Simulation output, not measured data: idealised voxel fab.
The name of this process module is voxel capacitor over wiring.
Xsec cut, 300 nm wide, square cell size 5 nm.
Cross-section, as written here: a square-cell grid given band by band from the top down, where a band holds one or more rows of cells. Heights first: top, then bottom, in nm. Then materials, left to right, each with a width in nm. "edge to edge" on a single material: fills the band edge to edge. "blank": empty space. Heights are reckoned from 0. Under this level, the received wafer is all of one material. The bottommost band is open-ended downward, for example "z 0 and below". The two numbers in a width such as "30->40" mark its ends across the band: the first belongs to the top row of cells, the second to the bottom row, and from each row to the next the width moves by the same amount. When a step is marked "nothing changed", none of the cells in the cross-section changed during that step. "Encapsulated voids" specifies each empty space that is not open to the top and that occupies no fewer than 8 cells, using the form width x height at distance, the distance measured from the left edge and all three quantities in nm. Formally, on a step line, whatever follows the settings is a remark that the simulator itself makes on the step. overlay nm, on a step with a mask: how far to the right of its planned place the mask lay; to the left if negative.

Below is the list of planned process steps:
- 1: RECEIVE, material Si
- 2: CONFORMAL_DEP, material SiO2, thk nm 15
- 3: DIRECTIONAL_DEP, material TiN, thk nm 5
- 4: DIRECTIONAL_DEP, material W, thk nm 20
- 5: MASKED_ETCH, tone cover, mask id METAL_1, width nm 20, pitch nm 85, etch materials W, depth nm 20, overlay nm 0
- 6: MASKED_ETCH, tone cover, mask id METAL_1, width nm 20, pitch nm 85, etch materials TiN, depth nm 5, overlay nm 0
- 7: CONFORMAL_DEP, material SiCN, thk nm 5
- 8: FILL_DEP, material lowk, thk nm 5
- 9: CMP, height nm 40
- 10: CONFORMAL_DEP, material SiCN, thk nm 5
- 11: DIRECTIONAL_DEP, material SiO2, thk nm 20
- 12: PATTERN, tone open, mask id PLUG_1, material resist, width nm 15, thk nm 20, overlay nm 0
- 13: DIRECTIONAL_ETCH, etch materials SiO2, depth nm 20
- 14: DIRECTIONAL_ETCH, etch materials SiCN, depth nm 5
- 15: STRIP, etch materials resist
- 16: CONFORMAL_DEP, material TiN, thk nm 5
- 17: FILL_DEP, material Cu, thk nm 10
- 18: CMP, height nm 65
- 19: DIRECTIONAL_DEP, material TiN, thk nm 10
- 20: DIRECTIONAL_DEP, material HfO2, thk nm 5
- 21: DIRECTIONAL_DEP, material TiN, thk nm 10
- 22: DIRECTIONAL_DEP, material aC, thk nm 15
- 23: PATTERN, tone cover, mask id UPPER_PLATE, material resist, width nm 70, thk nm 30, overlay nm 0
- 24: DIRECTIONAL_ETCH, etch materials aC, depth nm 15
- 25: STRIP, etch materials resist
- 26: DIRECTIONAL_ETCH, etch materials TiN, depth nm 10
- 27: DIRECTIONAL_ETCH, etch materials HfO2, depth nm 5
- 28: STRIP, etch materials aC
- 29: MASKED_ETCH, tone cover, mask id LOWER_PLATE, width nm 80, etch materials TiN, depth nm 10, overlay nm 0
- 30: FILL_DEP, material SiO2, thk nm 15
- 31: CMP, height nm 100
- 32: PATTERN, tone open, mask id PLUG_2, material resist, width nm 15, thk nm 20, overlay nm 0
- 33: DIRECTIONAL_ETCH, etch materials SiO2, depth nm 10
- 34: STRIP, etch materials resist
- 35: CONFORMAL_DEP, material TiN, thk nm 5
- 36: FILL_DEP, material W, thk nm 5
- 37: CMP, height nm 100
- 38: CONFORMAL_DEP, material SiCN, thk nm 5

Account of the first of two wafers, which was processed as intended:

This is the cross-section of the wafer as we received it, i.e. after step 1:
  z 0 and below = Si edge to edge
  Encapsulated voids: none

Sectional view: wafer, after step 2:
  z 15 to 0 = SiO2 edge to edge
  Below 0 it's all the same as before, nothing changed down there.

Sectional view: wafer, after step 3:
  z 20 to 15 = TiN edge to edge
  Below 15 it's all the same as before, nothing changed down there.

Sectional view: wafer, after step 4:
  z 40 to 20 = W edge to edge
  Below 20 it's all the same as before, nothing changed down there.

Sectional view: wafer, after step 5:
  z 40 to 20 = blank 95 nm; W 20 nm; blank 65 nm; W 20 nm; blank 100 nm
  Below 20 it's all the same as before, nothing changed down there.

Sectional view: wafer, after step 6:
  z 40 to 20 = blank 95 nm; W 20 nm; blank 65 nm; W 20 nm; blank 100 nm
  z 20 to 15 = blank 95 nm; TiN 20 nm; blank 65 nm; TiN 20 nm; blank 100 nm
  Below 15 it's all the same as before, nothing changed down there.

Sectional view: wafer, after step 7:
  z 45 to 40 = blank 90 nm; SiCN 30 nm; blank 55 nm; SiCN 30 nm; blank 95 nm
  z 40 to 20 = blank 90 nm; SiCN 5 nm; W 20 nm; SiCN 5 nm; blank 55 nm; SiCN 5 nm; W 20 nm; SiCN 5 nm; blank 95 nm
  z 20 to 15 = SiCN 95 nm; TiN 20 nm; SiCN 65 nm; TiN 20 nm; SiCN 100 nm
  Below 15 it's all the same as before, nothing changed down there.

Sectional view: wafer, after step 8:
  z 50 to 45 = lowk edge to edge
  z 45 to 40 = lowk 90 nm; SiCN 30 nm; lowk 55 nm; SiCN 30 nm; lowk 95 nm
  z 40 to 20 = lowk 90 nm; SiCN 5 nm; W 20 nm; SiCN 5 nm; lowk 55 nm; SiCN 5 nm; W 20 nm; SiCN 5 nm; lowk 95 nm
  Below 20 it's all the same as before, nothing changed down there.

Sectional view: wafer, after step 9:
  z 40 to 20 = lowk 90 nm; SiCN 5 nm; W 20 nm; SiCN 5 nm; lowk 55 nm; SiCN 5 nm; W 20 nm; SiCN 5 nm; lowk 95 nm
  Below 20 it's all the same as before, nothing changed down there.

Sectional view: wafer, after step 10:
  z 45 to 40 = SiCN edge to edge
  Below 40 it's all the same as before, nothing changed down there.

Sectional view: wafer, after step 11:
  z 65 to 45 = SiO2 edge to edge
  Below 45 it's all the same as before, nothing changed down there.

Sectional view: wafer, after step 12:
  z 85 to 65 = resist 100 nm; blank 15 nm; resist 185 nm
  Below 65 it's all the same as before, nothing changed down there.

Sectional view: wafer, after step 13:
  z 85 to 65 = resist 100 nm; blank 15 nm; resist 185 nm
  z 65 to 45 = SiO2 100 nm; blank 15 nm; SiO2 185 nm
  Below 45 it's all the same as before, nothing changed down there.

Sectional view: wafer, after step 14:
  z 85 to 65 = resist 100 nm; blank 15 nm; resist 185 nm
  z 65 to 45 = SiO2 100 nm; blank 15 nm; SiO2 185 nm
  z 45 to 40 = SiCN 100 nm; blank 15 nm; SiCN 185 nm
  Below 40 it's all the same as before, nothing changed down there.

Sectional view: wafer, after step 15:
  z 65 to 45 = SiO2 100 nm; blank 15 nm; SiO2 185 nm
  Below 45 it's all the same as before, nothing changed down there.

Sectional view: wafer, after step 16:
  z 70 to 65 = TiN 105 nm; blank 5 nm; TiN 190 nm
  z 65 to 45 = SiO2 100 nm; TiN 5 nm; blank 5 nm; TiN 5 nm; SiO2 185 nm
  z 45 to 40 = SiCN 100 nm; TiN 15 nm; SiCN 185 nm
  Below 40 it's all the same as before, nothing changed down there.

Sectional view: wafer, after step 17:
  z 80 to 70 = Cu edge to edge
  z 70 to 65 = TiN 105 nm; Cu 5 nm; TiN 190 nm
  z 65 to 45 = SiO2 100 nm; TiN 5 nm; Cu 5 nm; TiN 5 nm; SiO2 185 nm
  Below 45 it's all the same as before, nothing changed down there.

Sectional view: wafer, after step 18:
  z 65 to 45 = SiO2 100 nm; TiN 5 nm; Cu 5 nm; TiN 5 nm; SiO2 185 nm
  Below 45 it's all the same as before, nothing changed down there.

Sectional view: wafer, after step 19:
  z 75 to 65 = TiN edge to edge
  Below 65 it's all the same as before, nothing changed down there.

Sectional view: wafer, after step 20:
  z 80 to 75 = HfO2 edge to edge
  Below 75 it's all the same as before, nothing changed down there.

Sectional view: wafer, after step 21:
  z 90 to 80 = TiN edge to edge
  Below 80 it's all the same as before, nothing changed down there.

Sectional view: wafer, after step 22:
  z 105 to 90 = aC edge to edge
  Below 90 it's all the same as before, nothing changed down there.

Sectional view: wafer, after step 23:
  z 135 to 105 = blank 100 nm; resist 70 nm; blank 130 nm
  Below 105 it's all the same as before, nothing changed down there.

Sectional view: wafer, after step 24:
  z 120 to 105 = blank 100 nm; resist 70 nm; blank 130 nm
  z 105 to 90 = blank 100 nm; aC 70 nm; blank 130 nm
  Below 90 it's all the same as before, nothing changed down there.

Sectional view: wafer, after step 25:
  z 105 to 90 = blank 100 nm; aC 70 nm; blank 130 nm
  Below 90 it's all the same as before, nothing changed down there.

Sectional view: wafer, after step 26:
  z 105 to 90 = blank 100 nm; aC 70 nm; blank 130 nm
  z 90 to 80 = blank 100 nm; TiN 70 nm; blank 130 nm
  Below 80 it's all the same as before, nothing changed down there.

Sectional view: wafer, after step 27:
  z 105 to 90 = blank 100 nm; aC 70 nm; blank 130 nm
  z 90 to 80 = blank 100 nm; TiN 70 nm; blank 130 nm
  z 80 to 75 = blank 100 nm; HfO2 70 nm; blank 130 nm
  Below 75 it's all the same as before, nothing changed down there.

Sectional view: wafer, after step 28:
  z 90 to 80 = blank 100 nm; TiN 70 nm; blank 130 nm
  Below 80 it's all the same as before, nothing changed down there.

Sectional view: wafer, after step 29:
  z 90 to 80 = blank 100 nm; TiN 70 nm; blank 130 nm
  z 80 to 75 = blank 100 nm; HfO2 70 nm; blank 130 nm
  z 75 to 65 = blank 95 nm; TiN 80 nm; blank 125 nm
  Below 65 it's all the same as before, nothing changed down there.

Sectional view: wafer, after step 30:
  z 105 to 90 = SiO2 edge to edge
  z 90 to 80 = SiO2 100 nm; TiN 70 nm; SiO2 130 nm
  z 80 to 75 = SiO2 100 nm; HfO2 70 nm; SiO2 130 nm
  z 75 to 65 = SiO2 95 nm; TiN 80 nm; SiO2 125 nm
  Below 65 it's all the same as before, nothing changed down there.

Sectional view: wafer, after step 31:
  z 100 to 90 = SiO2 edge to edge
  Below 90 it's all the same as before, nothing changed down there.

Sectional view: wafer, after step 32:
  z 120 to 100 = resist 110 nm; blank 15 nm; resist 175 nm
  Below 100 it's all the same as before, nothing changed down there.

Sectional view: wafer, after step 33:
  z 120 to 100 = resist 110 nm; blank 15 nm; resist 175 nm
  z 100 to 90 = SiO2 110 nm; blank 15 nm; SiO2 175 nm
  Below 90 it's all the same as before, nothing changed down there.

Sectional view: wafer, after step 34:
  z 100 to 90 = SiO2 110 nm; blank 15 nm; SiO2 175 nm
  Below 90 it's all the same as before, nothing changed down there.

Sectional view: wafer, after step 35:
  z 105 to 100 = TiN 115 nm; blank 5 nm; TiN 180 nm
  z 100 to 95 = SiO2 110 nm; TiN 5 nm; blank 5 nm; TiN 5 nm; SiO2 175 nm
  z 95 to 90 = SiO2 110 nm; TiN 15 nm; SiO2 175 nm
  Below 90 it's all the same as before, nothing changed down there.

Sectional view: wafer, after step 36:
  z 110 to 105 = W edge to edge
  z 105 to 100 = TiN 115 nm; W 5 nm; TiN 180 nm
  z 100 to 95 = SiO2 110 nm; TiN 5 nm; W 5 nm; TiN 5 nm; SiO2 175 nm
  Below 95 it's all the same as before, nothing changed down there.

Sectional view: wafer, after step 37:
  z 100 to 95 = SiO2 110 nm; TiN 5 nm; W 5 nm; TiN 5 nm; SiO2 175 nm
  Below 95 it's all the same as before, nothing changed down there.

Sectional view: wafer, after step 38:
  z 105 to 100 = SiCN edge to edge
  Below 100 it's all the same as before, nothing changed down there.

Wafer two: like wafer one in start and plan, but with one mistake in execution; identical up to and including step 17:

What the second wafer looks like in cross-section when step 18 should have wrapped up:
  z 60 to 45 = SiO2 100 nm; TiN 5 nm; Cu 5 nm; TiN 5 nm; SiO2 185 nm
  Below 45 it's all the same as before, nothing changed down there.

What the second wafer looks like in cross-section when step 19 should have wrapped up:
  z 70 to 60 = TiN edge to edge
  Below 60 it's all the same as before, nothing changed down there.

What the second wafer looks like in cross-section when step 20 should have wrapped up:
  z 75 to 70 = HfO2 edge to edge
  Below 70 it's all the same as before, nothing changed down there.

What the second wafer looks like in cross-section when step 21 should have wrapped up:
  z 85 to 75 = TiN edge to edge
  Below 75 it's all the same as before, nothing changed down there.

What the second wafer looks like in cross-section when step 22 should have wrapped up:
  z 100 to 85 = aC edge to edge
  Below 85 it's all the same as before, nothing changed down there.

What the second wafer looks like in cross-section when step 23 should have wrapped up:
  z 130 to 100 = blank 100 nm; resist 70 nm; blank 130 nm
  Below 100 it's all the same as before, nothing changed down there.

What the second wafer looks like in cross-section when step 24 should have wrapped up:
  z 115 to 100 = blank 100 nm; resist 70 nm; blank 130 nm
  z 100 to 85 = blank 100 nm; aC 70 nm; blank 130 nm
  Below 85 it's all the same as before, nothing changed down there.

What the second wafer looks like in cross-section when step 25 should have wrapped up:
  z 100 to 85 = blank 100 nm; aC 70 nm; blank 130 nm
  Below 85 it's all the same as before, nothing changed down there.

What the second wafer looks like in cross-section when step 26 should have wrapped up:
  z 100 to 85 = blank 100 nm; aC 70 nm; blank 130 nm
  z 85 to 75 = blank 100 nm; TiN 70 nm; blank 130 nm
  Below 75 it's all the same as before, nothing changed down there.

What the second wafer looks like in cross-section when step 27 should have wrapped up:
  z 100 to 85 = blank 100 nm; aC 70 nm; blank 130 nm
  z 85 to 75 = blank 100 nm; TiN 70 nm; blank 130 nm
  z 75 to 70 = blank 100 nm; HfO2 70 nm; blank 130 nm
  Below 70 it's all the same as before, nothing changed down there.

What the second wafer looks like in cross-section when step 28 should have wrapped up:
  z 85 to 75 = blank 100 nm; TiN 70 nm; blank 130 nm
  Below 75 it's all the same as before, nothing changed down there.

What the second wafer looks like in cross-section when step 29 should have wrapped up:
  z 85 to 75 = blank 100 nm; TiN 70 nm; blank 130 nm
  z 75 to 70 = blank 100 nm; HfO2 70 nm; blank 130 nm
  z 70 to 60 = blank 95 nm; TiN 80 nm; blank 125 nm
  Below 60 it's all the same as before, nothing changed down there.

What the second wafer looks like in cross-section when step 30 should have wrapped up:
  z 100 to 85 = SiO2 edge to edge
  z 85 to 75 = SiO2 100 nm; TiN 70 nm; SiO2 130 nm
  z 75 to 70 = SiO2 100 nm; HfO2 70 nm; SiO2 130 nm
  z 70 to 60 = SiO2 95 nm; TiN 80 nm; SiO2 125 nm
  Below 60 it's all the same as before, nothing changed down there.

What the second wafer looks like in cross-section when step 31 should have wrapped up: nothing changed

What the second wafer looks like in cross-section when step 32 should have wrapped up:
  z 120 to 100 = resist 110 nm; blank 15 nm; resist 175 nm
  Below 100 it's all the same as before, nothing changed down there.

What the second wafer looks like in cross-section when step 33 should have wrapped up:
  z 120 to 100 = resist 110 nm; blank 15 nm; resist 175 nm
  z 100 to 90 = SiO2 110 nm; blank 15 nm; SiO2 175 nm
  Below 90 it's all the same as before, nothing changed down there.

What the second wafer looks like in cross-section when step 34 should have wrapped up:
  z 100 to 90 = SiO2 110 nm; blank 15 nm; SiO2 175 nm
  Below 90 it's all the same as before, nothing changed down there.

What the second wafer looks like in cross-section when step 35 should have wrapped up:
  z 105 to 100 = TiN 115 nm; blank 5 nm; TiN 180 nm
  z 100 to 95 = SiO2 110 nm; TiN 5 nm; blank 5 nm; TiN 5 nm; SiO2 175 nm
  z 95 to 90 = SiO2 110 nm; TiN 15 nm; SiO2 175 nm
  Below 90 it's all the same as before, nothing changed down there.

What the second wafer looks like in cross-section when step 36 should have wrapped up:
  z 110 to 105 = W edge to edge
  z 105 to 100 = TiN 115 nm; W 5 nm; TiN 180 nm
  z 100 to 95 = SiO2 110 nm; TiN 5 nm; W 5 nm; TiN 5 nm; SiO2 175 nm
  Below 95 it's all the same as before, nothing changed down there.

What the second wafer looks like in cross-section when step 37 should have wrapped up:
  z 100 to 95 = SiO2 110 nm; TiN 5 nm; W 5 nm; TiN 5 nm; SiO2 175 nm
  Below 95 it's all the same as before, nothing changed down there.

What the second wafer looks like in cross-section when step 38 should have wrapped up:
  z 105 to 100 = SiCN edge to edge
  Below 100 it's all the same as before, nothing changed down there.
Short version of what went wrong: step 18 ran with different settings than intended, the actual operation and settings being CMP, height nm 60
FYI, end of process, the second wafer has more or fewer cells of some materials than the first: Cu: 1 fewer | SiO2: 3 more | TiN: 2 fewer
